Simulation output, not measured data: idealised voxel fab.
process module | voxel self aligned contacts
cross-section cut | 160 nm wide | cells 5 nm
A cross-section is a grid of square cells, given in bands from the top down. A band is one or more rows of cells.
Each band's line starts with the height of the band's top and of its bottom, in nm. Then come its materials from left to right, each with its width in nm. One material with "throughout" fills the band from edge to edge. "air" is empty space.
Height 0 is the level under which the wafer as received is all one material. The lowest band goes on downwards, as in "0 down".
A width such as "30 to 40" changes by the same amount from each row of cells to the next, from the band's top row to its bottom row.
"no change" after a step means that no cell of the cross-section changed.
closed voids: empty space of 8 cells or more with no open way to the top, each as width x height at its distance from the left edge, in nm
after a step's settings: what the simulator itself notes on the step
overlay nm, on a step with a mask: how far to the right of its planned place the mask lay; to the left if negative
plan
1 op RECEIVE | material Si
2 op CONFORMAL_DEP | material SiO2 | thk nm 5
3 op DIRECTIONAL_DEP | material polySi | thk nm 20
4 op DIRECTIONAL_DEP | material SiN | thk nm 20
5 op MASKED_ETCH | tone cover | mask id GATE | width nm 30 | pitch nm 75 | etch materials SiN | depth nm 20 | overlay nm 0
6 op MASKED_ETCH | tone cover | mask id GATE | width nm 30 | pitch nm 75 | etch materials polySi | depth nm 20 | overlay nm 0
7 op CONFORMAL_DEP | material SiN | thk nm 10
8 op DIRECTIONAL_ETCH | etch materials SiN | depth nm 10
9 op FILL_DEP | material SiO2 | thk nm 15
10 op CMP | height nm 50
11 op PATTERN | tone open | mask id CONTACT | material resist | width nm 55 | thk nm 20 | overlay nm 0
12 op DIRECTIONAL_ETCH | etch materials SiO2 | depth nm 50
13 op STRIP | etch materials resist
14 op CONFORMAL_DEP | material TiN | thk nm 5
15 op FILL_DEP | material W | thk nm 10
16 op CMP | height nm 50
17 op CONFORMAL_DEP | material SiN | thk nm 5
as received, after step 1
  0 down: Si throughout
  closed voids: none
a wafer at the end: this start, this plan, one mistake
  55 to 50: SiN throughout
  50 to 45: TiN 70 | W 15 | TiN 75
  45 to 25: SiO2 15 | SiN 50 | TiN 5 | W 15 | TiN 5 | SiN 50 | SiO2 20
  25 to 5: SiO2 15 | SiN 10 | polySi 30 | SiN 10 | TiN 5 | W 15 | TiN 5 | SiN 10 | polySi 30 | SiN 10 | SiO2 20
  5 to 0: SiO2 65 | TiN 25 | SiO2 70
  0 down: Si throughout
  closed voids: none
what went wrong: step 10 ran as: op CMP | height nm 45
